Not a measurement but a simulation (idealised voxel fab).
This is a process module. Its name is voxel ribs on slabs.
In the cross-section labelled cut, the width is 170 nm and each square cell is 5 nm.
In this document a cross-section is written as a grid of square cells. It is given as a series of bands, listed from the top down, and a band is one or more rows of cells. Read a band's entry like this: the first values are the height of its top and the height of its bottom in nm, and what follows is the sequence of materials from left to right, each with its width in nm. Note that "empty" is empty space, and that a single material marked "all across" reaches across the band from edge to edge. Zero point of the height axis is 0; under it, received wafer = one material. Lowest band: continues down indefinitely, "0 nm and below". It should be noted that a width expressed as "30..40" varies in equal increments from row to row of cells within the band, taking the value of the first number at the top row and that of the second number at the bottom row. "nothing was modified" means the step left every cell of the cross-section as it was. Empty spaces without an open route to the top, at least 8 cells in extent, make up the entry "Unvented cavities"; each is given as width x height at distance, where the distance is measured from the left edge, and all are in nm. Step line, after settings: the simulator's comment on this step. When a step includes a mask, the "overlay nm" setting on its line states how far to the right of its planned place that mask lay, and negative values state how far to the left.
### Steps planned for the process
- 1: op RECEIVE | material Si
- 2: op DIRECTIONAL_DEP | material SiO2 | thk nm 30
- 3: op DIRECTIONAL_DEP | material polySi | thk nm 25
- 4: op MASKED_ETCH | tone cover | mask id RIB | width nm 30 | etch materials polySi | depth nm 15 | overlay nm 0
- 5: op DIRECTIONAL_DEP | material aC | thk nm 10
- 6: op PATTERN | tone cover | mask id SLAB | material resist | width nm 80 | thk nm 25 | overlay nm 0
- 7: op DIRECTIONAL_ETCH | etch materials aC | depth nm 10
- 8: op STRIP | etch materials resist
- 9: op DIRECTIONAL_ETCH | etch materials polySi | depth nm 10
- 10: op STRIP | etch materials aC
- 11: op FILL_DEP | material SiO2 | thk nm 15
- 12: op CMP | height nm 65
- 13: op DIRECTIONAL_DEP | material TiN | thk nm 10
- 14: op PATTERN | tone cover | mask id HEATER | material resist | width nm 40 | thk nm 15 | overlay nm 0
- 15: op DIRECTIONAL_ETCH | etch materials TiN | depth nm 10
- 16: op STRIP | etch materials resist
- 17: op CONFORMAL_DEP | material SiO2 | thk nm 10
### The cross-section here shows the wafer as received, i.e. in its state after step 1
> 0 nm and below = Si all across
> Unvented cavities: none
### Look at the cross-section after the module: the wafer started out the way shown above and the plan was the one shown above, yet one mistake was made along the way
> 75 nm to 65 nm = 65 of empty | 40 of TiN | 65 of empty
> 65 nm to 55 nm = SiO2 all across
> 55 nm to 40 nm = 70 of SiO2 | 30 of polySi | 70 of SiO2
> 40 nm to 30 nm = 45 of SiO2 | 80 of polySi | 45 of SiO2
> 30 nm to 0 nm = SiO2 all across
> 0 nm and below = Si all across
> Unvented cavities: none
So what did we get wrong on this run? not run: step 17 of the plan (skipped)
